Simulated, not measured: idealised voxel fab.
process module | voxel tone inversion
cross-section cut | 200 nm wide | cells 5 nm
A cross-section is a grid of square cells, given in bands from the top down. A band is one or more rows of cells.
Each band's line starts with the height of the band's top and of its bottom, in nm. Then come its materials from left to right, each with its width in nm. One material with "throughout" fills the band from edge to edge. "air" is empty space.
Height 0 is the level under which the wafer as received is all one material. The lowest band goes on downwards, as in "0 down".
A width such as "30 to 40" changes by the same amount from each row of cells to the next, from the band's top row to its bottom row.
"no change" after a step means that no cell of the cross-section changed.
closed voids: empty space of 8 cells or more with no open way to the top, each as width x height at its distance from the left edge, in nm
after a step's settings: what the simulator itself notes on the step
overlay nm, on a step with a mask: how far to the right of its planned place the mask lay; to the left if negative
Each pair below shows a cross-section before one step and the cross-section after it, down to the lowest band that changed. The line under each pair gives the step between them, with its settings. The pairs can come from different runs of this module on the same starting wafer, so a pair continues from the pair above only where its "before" says so.
before
  0 down: Si throughout
  closed voids: none
after
  5 to 0: SiCN throughout
  below 0: unchanged
  closed voids: none
the step between: op CONFORMAL_DEP | material SiCN | thk nm 5
before: the cross-section after the pair above
after
  30 to 5: polySi throughout
  below 5: unchanged
  closed voids: none
the step between: op DIRECTIONAL_DEP | material polySi | thk nm 25
before: the cross-section after the pair above
after
  60 to 30: air 40 | resist 25 | air 20 | resist 25 | air 20 | resist 25 | air 45
  below 30: unchanged
  closed voids: none
the step between: op PATTERN | tone cover | mask id POSTS | material resist | width nm 25 | pitch nm 45 | thk nm 30 | overlay nm 0
before: the cross-section after the pair above
after
  60 to 30: air 40 | resist 25 | air 20 | resist 25 | air 20 | resist 25 | air 45
  30 to 5: air 40 | polySi 25 | air 20 | polySi 25 | air 20 | polySi 25 | air 45
  below 5: unchanged
  closed voids: none
the step between: op DIRECTIONAL_ETCH | etch materials polySi | depth nm 25
before: the cross-section after the pair above
after
  30 to 5: air 40 | polySi 25 | air 20 | polySi 25 | air 20 | polySi 25 | air 45
  below 5: unchanged
  closed voids: none
the step between: op STRIP | etch materials resist
before: the cross-section after the pair above
after
  40 to 30: lowk throughout
  30 to 5: lowk 40 | polySi 25 | lowk 20 | polySi 25 | lowk 20 | polySi 25 | lowk 45
  below 5: unchanged
  closed voids: none
the step between: op FILL_DEP | material lowk | thk nm 10
before: the cross-section after the pair above
after
  30 to 5: lowk 40 | polySi 25 | lowk 20 | polySi 25 | lowk 20 | polySi 25 | lowk 45
  below 5: unchanged
  closed voids: none
the step between: op CMP | height nm 30
before: the cross-section after the pair above
after
  30 to 5: lowk 40 | air 25 | lowk 20 | air 25 | lowk 20 | air 25 | lowk 45
  below 5: unchanged
  closed voids: none
the step between: op STRIP | etch materials polySi
before: the cross-section after the pair above
after
  35 to 30: TiN 45 | air 15 | TiN 30 | air 15 | TiN 30 | air 15 | TiN 50
  30 to 10: lowk 40 | TiN 5 | air 15 | TiN 5 | lowk 20 | TiN 5 | air 15 | TiN 5 | lowk 20 | TiN 5 | air 15 | TiN 5 | lowk 45
  10 to 5: lowk 40 | TiN 25 | lowk 20 | TiN 25 | lowk 20 | TiN 25 | lowk 45
  below 5: unchanged
  closed voids: none
the step between: op CONFORMAL_DEP | material TiN | thk nm 5
before: the cross-section after the pair above
after
  45 to 35: Cu throughout
  35 to 30: TiN 45 | Cu 15 | TiN 30 | Cu 15 | TiN 30 | Cu 15 | TiN 50
  30 to 10: lowk 40 | TiN 5 | Cu 15 | TiN 5 | lowk 20 | TiN 5 | Cu 15 | TiN 5 | lowk 20 | TiN 5 | Cu 15 | TiN 5 | lowk 45
  below 10: unchanged
  closed voids: none
the step between: op FILL_DEP | material Cu | thk nm 10
before: the cross-section after the pair above
after
  30 to 10: lowk 40 | TiN 5 | Cu 15 | TiN 5 | lowk 20 | TiN 5 | Cu 15 | TiN 5 | lowk 20 | TiN 5 | Cu 15 | TiN 5 | lowk 45
  below 10: unchanged
  closed voids: none
the step between: op CMP | height nm 30
before: the cross-section after the pair above
after
  35 to 30: SiN throughout
  below 30: unchanged
  closed voids: none
the step between: op CONFORMAL_DEP | material SiN | thk nm 5
before
  45 to 35: Cu throughout
  35 to 30: TiN 45 | Cu 15 | TiN 30 | Cu 15 | TiN 30 | Cu 15 | TiN 50
  30 to 10: lowk 40 | TiN 5 | Cu 15 | TiN 5 | lowk 20 | TiN 5 | Cu 15 | TiN 5 | lowk 20 | TiN 5 | Cu 15 | TiN 5 | lowk 45
  10 to 5: lowk 40 | TiN 25 | lowk 20 | TiN 25 | lowk 20 | TiN 25 | lowk 45
  5 to 0: SiCN throughout
  0 down: Si throughout
  closed voids: none
after
  50 to 45: SiN throughout
  below 45: unchanged
  closed voids: none
the step between: op CONFORMAL_DEP | material SiN | thk nm 5
before
  0 down: Si throughout
  closed voids: none
after
  25 to 0: polySi throughout
  below 0: unchanged
  closed voids: none
the step between: op DIRECTIONAL_DEP | material polySi | thk nm 25
before: the cross-section after the pair above
after
  30 to 25: SiCN throughout
  below 25: unchanged
  closed voids: none
the step between: op CONFORMAL_DEP | material SiCN | thk nm 5
before: the cross-section after the pair above
after
  60 to 30: air 40 | resist 25 | air 20 | resist 25 | air 20 | resist 25 | air 45
  below 30: unchanged
  closed voids: none
the step between: op PATTERN | tone cover | mask id POSTS | material resist | width nm 25 | pitch nm 45 | thk nm 30 | overlay nm 0
before: the cross-section after the pair above
after
  30 to 25: SiCN throughout
  below 25: unchanged
  closed voids: none
the step between: op STRIP | etch materials resist
before: the cross-section after the pair above
after
  40 to 30: lowk throughout
  below 30: unchanged
  closed voids: none
the step between: op FILL_DEP | material lowk | thk nm 10
before: the cross-section after the pair above
after
  30 to 25: SiCN throughout
  below 25: unchanged
  closed voids: none
the step between: op CMP | height nm 30
before: the cross-section after the pair above
after
  35 to 30: TiN throughout
  below 30: unchanged
  closed voids: none
the step between: op CONFORMAL_DEP | material TiN | thk nm 5
before: the cross-section after the pair above
after
  45 to 35: Cu throughout
  below 35: unchanged
  closed voids: none
the step between: op FILL_DEP | material Cu | thk nm 10
before: the cross-section after the pair above
after
  30 to 25: SiCN throughout
  below 25: unchanged
  closed voids: none
the step between: op CMP | height nm 30
before: the cross-section after the pair above
after
  35 to 30: SiN throughout
  below 30: unchanged
  closed voids: none
the step between: op CONFORMAL_DEP | material SiN | thk nm 5
before
  45 to 35: Cu throughout
  35 to 30: TiN 45 | Cu 15 | TiN 30 | Cu 15 | TiN 30 | Cu 15 | TiN 50
  30 to 10: lowk 40 | TiN 5 | Cu 15 | TiN 5 | lowk 20 | TiN 5 | Cu 15 | TiN 5 | lowk 20 | TiN 5 | Cu 15 | TiN 5 | lowk 45
  10 to 5: lowk 40 | TiN 25 | lowk 20 | TiN 25 | lowk 20 | TiN 25 | lowk 45
  5 to 0: SiCN throughout
  0 down: Si throughout
  closed voids: none
after
  20 to 10: lowk 40 | TiN 5 | Cu 15 | TiN 5 | lowk 20 | TiN 5 | Cu 15 | TiN 5 | lowk 20 | TiN 5 | Cu 15 | TiN 5 | lowk 45
  below 10: unchanged
  closed voids: none
the step between: op CMP | height nm 20
before: the cross-section after the pair above
after
  25 to 20: SiN throughout
  below 20: unchanged
  closed voids: none
the step between: op CONFORMAL_DEP | material SiN | thk nm 5
before
  30 to 5: polySi throughout
  5 to 0: SiCN throughout
  0 down: Si throughout
  closed voids: none
after
  60 to 30: air 40 | resist 30 | air 15 | resist 30 | air 15 | resist 30 | air 40
  below 30: unchanged
  closed voids: none
the step between: op PATTERN | tone cover | mask id POSTS | material resist | width nm 30 | pitch nm 45 | thk nm 30 | overlay nm 0
before: the cross-section after the pair above
after
  60 to 30: air 40 | resist 30 | air 15 | resist 30 | air 15 | resist 30 | air 40
  30 to 5: air 40 | polySi 30 | air 15 | polySi 30 | air 15 | polySi 30 | air 40
  below 5: unchanged
  closed voids: none
the step between: op DIRECTIONAL_ETCH | etch materials polySi | depth nm 25
before: the cross-section after the pair above
after
  30 to 5: air 40 | polySi 30 | air 15 | polySi 30 | air 15 | polySi 30 | air 40
  below 5: unchanged
  closed voids: none
the step between: op STRIP | etch materials resist
before: the cross-section after the pair above
after
  40 to 30: lowk throughout
  30 to 5: lowk 40 | polySi 30 | lowk 15 | polySi 30 | lowk 15 | polySi 30 | lowk 40
  below 5: unchanged
  closed voids: none
the step between: op FILL_DEP | material lowk | thk nm 10
before: the cross-section after the pair above
after
  30 to 5: lowk 40 | polySi 30 | lowk 15 | polySi 30 | lowk 15 | polySi 30 | lowk 40
  below 5: unchanged
  closed voids: none
the step between: op CMP | height nm 30
before: the cross-section after the pair above
after
  30 to 5: lowk 40 | air 30 | lowk 15 | air 30 | lowk 15 | air 30 | lowk 40
  below 5: unchanged
  closed voids: none
the step between: op STRIP | etch materials polySi
before: the cross-section after the pair above
after
  35 to 30: TiN 45 | air 20 | TiN 25 | air 20 | TiN 25 | air 20 | TiN 45
  30 to 10: lowk 40 | TiN 5 | air 20 | TiN 5 | lowk 15 | TiN 5 | air 20 | TiN 5 | lowk 15 | TiN 5 | air 20 | TiN 5 | lowk 40
  10 to 5: lowk 40 | TiN 30 | lowk 15 | TiN 30 | lowk 15 | TiN 30 | lowk 40
  below 5: unchanged
  closed voids: none
the step between: op CONFORMAL_DEP | material TiN | thk nm 5
before: the cross-section after the pair above
after
  45 to 35: Cu throughout
  35 to 30: TiN 45 | Cu 20 | TiN 25 | Cu 20 | TiN 25 | Cu 20 | TiN 45
  30 to 10: lowk 40 | TiN 5 | Cu 20 | TiN 5 | lowk 15 | TiN 5 | Cu 20 | TiN 5 | lowk 15 | TiN 5 | Cu 20 | TiN 5 | lowk 40
  below 10: unchanged
  closed voids: none
the step between: op FILL_DEP | material Cu | thk nm 10
before: the cross-section after the pair above
after
  30 to 10: lowk 40 | TiN 5 | Cu 20 | TiN 5 | lowk 15 | TiN 5 | Cu 20 | TiN 5 | lowk 15 | TiN 5 | Cu 20 | TiN 5 | lowk 40
  below 10: unchanged
  closed voids: none
the step between: op CMP | height nm 30
before: the cross-section after the pair above
after
  35 to 30: SiN throughout
  below 30: unchanged
  closed voids: none
the step between: op CONFORMAL_DEP | material SiN | thk nm 5
before
  30 to 5: polySi throughout
  5 to 0: SiCN throughout
  0 down: Si throughout
  closed voids: none
after
  60 to 30: air 45 | resist 25 | air 20 | resist 25 | air 20 | resist 25 | air 40
  below 30: unchanged
  closed voids: none
the step between: op PATTERN | tone cover | mask id POSTS | material resist | width nm 25 | pitch nm 45 | thk nm 30 | overlay nm 5
before: the cross-section after the pair above
after
  60 to 30: air 45 | resist 25 | air 20 | resist 25 | air 20 | resist 25 | air 40
  30 to 5: air 45 | polySi 25 | air 20 | polySi 25 | air 20 | polySi 25 | air 40
  below 5: unchanged
  closed voids: none
the step between: op DIRECTIONAL_ETCH | etch materials polySi | depth nm 25
before: the cross-section after the pair above
after
  30 to 5: air 45 | polySi 25 | air 20 | polySi 25 | air 20 | polySi 25 | air 40
  below 5: unchanged
  closed voids: none
the step between: op STRIP | etch materials resist
before: the cross-section after the pair above
after
  40 to 30: lowk throughout
  30 to 5: lowk 45 | polySi 25 | lowk 20 | polySi 25 | lowk 20 | polySi 25 | lowk 40
  below 5: unchanged
  closed voids: none
the step between: op FILL_DEP | material lowk | thk nm 10
before: the cross-section after the pair above
after
  30 to 5: lowk 45 | polySi 25 | lowk 20 | polySi 25 | lowk 20 | polySi 25 | lowk 40
  below 5: unchanged
  closed voids: none
the step between: op CMP | height nm 30
before: the cross-section after the pair above
after
  30 to 5: lowk 45 | air 25 | lowk 20 | air 25 | lowk 20 | air 25 | lowk 40
  below 5: unchanged
  closed voids: none
the step between: op STRIP | etch materials polySi
before: the cross-section after the pair above
after
  35 to 30: TiN 50 | air 15 | TiN 30 | air 15 | TiN 30 | air 15 | TiN 45
  30 to 10: lowk 45 | TiN 5 | air 15 | TiN 5 | lowk 20 | TiN 5 | air 15 | TiN 5 | lowk 20 | TiN 5 | air 15 | TiN 5 | lowk 40
  10 to 5: lowk 45 | TiN 25 | lowk 20 | TiN 25 | lowk 20 | TiN 25 | lowk 40
  below 5: unchanged
  closed voids: none
the step between: op CONFORMAL_DEP | material TiN | thk nm 5
before: the cross-section after the pair above
after
  45 to 35: Cu throughout
  35 to 30: TiN 50 | Cu 15 | TiN 30 | Cu 15 | TiN 30 | Cu 15 | TiN 45
  30 to 10: lowk 45 | TiN 5 | Cu 15 | TiN 5 | lowk 20 | TiN 5 | Cu 15 | TiN 5 | lowk 20 | TiN 5 | Cu 15 | TiN 5 | lowk 40
  below 10: unchanged
  closed voids: none
the step between: op FILL_DEP | material Cu | thk nm 10
before: the cross-section after the pair above
after
  30 to 10: lowk 45 | TiN 5 | Cu 15 | TiN 5 | lowk 20 | TiN 5 | Cu 15 | TiN 5 | lowk 20 | TiN 5 | Cu 15 | TiN 5 | lowk 40
  below 10: unchanged
  closed voids: none
the step between: op CMP | height nm 30
before: the cross-section after the pair above
after
  35 to 30: SiN throughout
  below 30: unchanged
  closed voids: none
the step between: op CONFORMAL_DEP | material SiN | thk nm 5
before
  35 to 30: TiN 45 | air 15 | TiN 30 | air 15 | TiN 30 | air 15 | TiN 50
  30 to 10: lowk 40 | TiN 5 | air 15 | TiN 5 | lowk 20 | TiN 5 | air 15 | TiN 5 | lowk 20 | TiN 5 | air 15 | TiN 5 | lowk 45
  10 to 5: lowk 40 | TiN 25 | lowk 20 | TiN 25 | lowk 20 | TiN 25 | lowk 45
  5 to 0: SiCN throughout
  0 down: Si throughout
  closed voids: none
after
  45 to 35: polySi throughout
  35 to 30: TiN 45 | polySi 15 | TiN 30 | polySi 15 | TiN 30 | polySi 15 | TiN 50
  30 to 10: lowk 40 | TiN 5 | polySi 15 | TiN 5 | lowk 20 | TiN 5 | polySi 15 | TiN 5 | lowk 20 | TiN 5 | polySi 15 | TiN 5 | lowk 45
  below 10: unchanged
  closed voids: none
the step between: op FILL_DEP | material polySi | thk nm 10
before: the cross-section after the pair above
after
  30 to 10: lowk 40 | TiN 5 | polySi 15 | TiN 5 | lowk 20 | TiN 5 | polySi 15 | TiN 5 | lowk 20 | TiN 5 | polySi 15 | TiN 5 | lowk 45
  below 10: unchanged
  closed voids: none
the step between: op CMP | height nm 30
before: the cross-section after the pair above
after
  35 to 30: SiN throughout
  below 30: unchanged
  closed voids: none
the step between: op CONFORMAL_DEP | material SiN | thk nm 5
before
  30 to 5: polySi throughout
  5 to 0: SiCN throughout
  0 down: Si throughout
  closed voids: none
after
  60 to 30: resist 40 | air 25 | resist 20 | air 25 | resist 20 | air 25 | resist 45
  below 30: unchanged
  closed voids: none
the step between: op PATTERN | tone open | mask id POSTS | material resist | width nm 25 | pitch nm 45 | thk nm 30 | overlay nm 0
before: the cross-section after the pair above
after
  60 to 30: resist 40 | air 25 | resist 20 | air 25 | resist 20 | air 25 | resist 45
  30 to 5: polySi 40 | air 25 | polySi 20 | air 25 | polySi 20 | air 25 | polySi 45
  below 5: unchanged
  closed voids: none
the step between: op DIRECTIONAL_ETCH | etch materials polySi | depth nm 25
before: the cross-section after the pair above
after
  30 to 5: polySi 40 | air 25 | polySi 20 | air 25 | polySi 20 | air 25 | polySi 45
  below 5: unchanged
  closed voids: none
the step between: op STRIP | etch materials resist
before: the cross-section after the pair above
after
  40 to 30: lowk throughout
  30 to 5: polySi 40 | lowk 25 | polySi 20 | lowk 25 | polySi 20 | lowk 25 | polySi 45
  below 5: unchanged
  closed voids: none
the step between: op FILL_DEP | material lowk | thk nm 10
before: the cross-section after the pair above
after
  30 to 5: polySi 40 | lowk 25 | polySi 20 | lowk 25 | polySi 20 | lowk 25 | polySi 45
  below 5: unchanged
  closed voids: none
the step between: op CMP | height nm 30
before: the cross-section after the pair above
after
  30 to 5: air 40 | lowk 25 | air 20 | lowk 25 | air 20 | lowk 25 | air 45
  below 5: unchanged
  closed voids: none
the step between: op STRIP | etch materials polySi
before: the cross-section after the pair above
after
  35 to 30: air 35 | TiN 35 | air 10 | TiN 35 | air 10 | TiN 35 | air 40
  30 to 10: air 35 | TiN 5 | lowk 25 | TiN 5 | air 10 | TiN 5 | lowk 25 | TiN 5 | air 10 | TiN 5 | lowk 25 | TiN 5 | air 40
  10 to 5: TiN 40 | lowk 25 | TiN 20 | lowk 25 | TiN 20 | lowk 25 | TiN 45
  below 5: unchanged
  closed voids: none
the step between: op CONFORMAL_DEP | material TiN | thk nm 5
before: the cross-section after the pair above
after
  45 to 35: Cu throughout
  35 to 30: Cu 35 | TiN 35 | Cu 10 | TiN 35 | Cu 10 | TiN 35 | Cu 40
  30 to 10: Cu 35 | TiN 5 | lowk 25 | TiN 5 | Cu 10 | TiN 5 | lowk 25 | TiN 5 | Cu 10 | TiN 5 | lowk 25 | TiN 5 | Cu 40
  below 10: unchanged
  closed voids: none
the step between: op FILL_DEP | material Cu | thk nm 10
before: the cross-section after the pair above
after
  30 to 10: Cu 35 | TiN 5 | lowk 25 | TiN 5 | Cu 10 | TiN 5 | lowk 25 | TiN 5 | Cu 10 | TiN 5 | lowk 25 | TiN 5 | Cu 40
  below 10: unchanged
  closed voids: none
the step between: op CMP | height nm 30
before: the cross-section after the pair above
after
  35 to 30: SiN throughout
  below 30: unchanged
  closed voids: none
the step between: op CONFORMAL_DEP | material SiN | thk nm 5
